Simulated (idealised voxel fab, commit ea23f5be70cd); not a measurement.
Process module, titled voxel air gaps
Square cells of 5 nm make up the cross-section cut, whose width is 300 nm.
Cross-sections here: square-cell grids, written as top-down lists of bands, a band being one or more rows of cells.
Band: top and bottom heights (nm) first, top before bottom; then materials from left to right, widths in nm. "full width" marks a sole material filling the band edge to edge. "empty" denotes empty space.
Heads up on the height convention: 0 is the point under which the incoming wafer is all one material, and the lowest band has no bottom, it just keeps going down, like "0..down".
Think of "30..40" as a width that walks from the first number to the second as you go down the band, top row to bottom row, taking equal-sized steps from row to row.
"nothing altered" -> step changed no cross-section cell.
This entry, "Non-vented voids", enumerates those empty regions of no fewer than 8 cells that possess no open connection to the top. Each region is reported in the form width x height at distance, the distance being taken from the left edge, with all three quantities expressed in nm.
Text after the settings on a step's line: the simulator's own remark on that step.
"overlay nm" denotes, for a step that has a mask, the displacement of the mask to the right of its planned place, with negative values corresponding to the left.
## Process steps - plan
- 1: op RECEIVE | material Si
- 2: op CONFORMAL_DEP | material SiO2 | thk nm 15
- 3: op CONFORMAL_DEP | material SiCN | thk nm 5
- 4: op DIRECTIONAL_DEP | material lowk | thk nm 30
- 5: op PATTERN | tone open | mask id LINES | material resist | width nm 25 | pitch nm 55 | thk nm 20 | overlay nm -15
- 6: op DIRECTIONAL_ETCH | etch materials lowk | depth nm 30
- 7: op STRIP | etch materials resist
- 8: op CONFORMAL_DEP | material TiN | thk nm 5
- 9: op FILL_DEP | material W | thk nm 5
- 10: op CMP | height nm 50
- 11: op EPI | material Ru | thk nm 10
- 12: op SELECTIVE_ETCH | etch materials lowk | depth nm 40
- 13: op CONFORMAL_DEP | material SiCN | thk nm 5
Keep in mind the plan's value for the overlay nm of step 5 comes from the first wafer; the wafers don't share that setting, but they do share the same starting point.
## As-received state after step 1, first of several wafers, cross-section
	0..down: Si full width
	Non-vented voids: none
## Quick look at the cross-section of the first of several wafers after step 13, which wraps up the module
	65..60: empty 25 | SiCN 220 | empty 55
	60..50: empty 25 | SiCN 5 | Ru 45 | SiCN 10 | Ru 45 | SiCN 10 | Ru 45 | SiCN 10 | Ru 45 | SiCN 5 | empty 55
	50..45: empty 25 | SiCN 15 | TiN 5 | W 15 | TiN 5 | SiCN 30 | TiN 5 | W 15 | TiN 5 | SiCN 30 | TiN 5 | W 15 | TiN 5 | SiCN 30 | TiN 5 | W 15 | TiN 5 | SiCN 15 | empty 55
	45..25: empty 35 | SiCN 5 | TiN 5 | W 15 | TiN 5 | SiCN 5 | empty 20 | SiCN 5 | TiN 5 | W 15 | TiN 5 | SiCN 5 | empty 20 | SiCN 5 | TiN 5 | W 15 | TiN 5 | SiCN 5 | empty 20 | SiCN 5 | TiN 5 | W 15 | TiN 5 | SiCN 5 | empty 65
	25..20: SiCN 40 | TiN 25 | SiCN 30 | TiN 25 | SiCN 30 | TiN 25 | SiCN 30 | TiN 25 | SiCN 70
	20..15: SiCN full width
	15..0: SiO2 full width
	0..down: Si full width
	Non-vented voids: 20 x 20 at 70; 20 x 20 at 125; 20 x 20 at 180
## Final wafer of several, shown in cross-section at the end of the module
	65..60: empty 55 | SiCN 220 | empty 25
	60..50: empty 55 | SiCN 5 | Ru 45 | SiCN 10 | Ru 45 | SiCN 10 | Ru 45 | SiCN 10 | Ru 45 | SiCN 5 | empty 25
	50..45: empty 55 | SiCN 15 | TiN 5 | W 15 | TiN 5 | SiCN 30 | TiN 5 | W 15 | TiN 5 | SiCN 30 | TiN 5 | W 15 | TiN 5 | SiCN 30 | TiN 5 | W 15 | TiN 5 | SiCN 15 | empty 25
	45..25: empty 65 | SiCN 5 | TiN 5 | W 15 | TiN 5 | SiCN 5 | empty 20 | SiCN 5 | TiN 5 | W 15 | TiN 5 | SiCN 5 | empty 20 | SiCN 5 | TiN 5 | W 15 | TiN 5 | SiCN 5 | empty 20 | SiCN 5 | TiN 5 | W 15 | TiN 5 | SiCN 5 | empty 35
	25..20: SiCN 70 | TiN 25 | SiCN 30 | TiN 25 | SiCN 30 | TiN 25 | SiCN 30 | TiN 25 | SiCN 40
	20..15: SiCN full width
	15..0: SiO2 full width
	0..down: Si full width
	Non-vented voids: 20 x 20 at 100; 20 x 20 at 155; 20 x 20 at 210
## Each row below is a wafer at the end of the module, listing for every material the number of cells it has gained (+) or lost (-) since it was received, followed by its closed voids
overlay nm -15, +72 Ru, +216 SiCN, +180 SiO2, +60 TiN, +60 W, Non-vented voids: 20 x 20 at 70; 20 x 20 at 125; 20 x 20 at 180
overlay nm -10, +72 Ru, +216 SiCN, +180 SiO2, +60 TiN, +60 W, Non-vented voids: 20 x 20 at 75; 20 x 20 at 130; 20 x 20 at 185
overlay nm -5, +72 Ru, +216 SiCN, +180 SiO2, +60 TiN, +60 W, Non-vented voids: 20 x 20 at 80; 20 x 20 at 135; 20 x 20 at 190
overlay nm 0, +72 Ru, +216 SiCN, +180 SiO2, +60 TiN, +60 W, Non-vented voids: 20 x 20 at 85; 20 x 20 at 140; 20 x 20 at 195
overlay nm 5, +72 Ru, +216 SiCN, +180 SiO2, +60 TiN, +60 W, Non-vented voids: 20 x 20 at 90; 20 x 20 at 145; 20 x 20 at 200
overlay nm 10, +72 Ru, +216 SiCN, +180 SiO2, +60 TiN, +60 W, Non-vented voids: 20 x 20 at 95; 20 x 20 at 150; 20 x 20 at 205
overlay nm 15, +72 Ru, +216 SiCN, +180 SiO2, +60 TiN, +60 W, Non-vented voids: 20 x 20 at 100; 20 x 20 at 155; 20 x 20 at 210
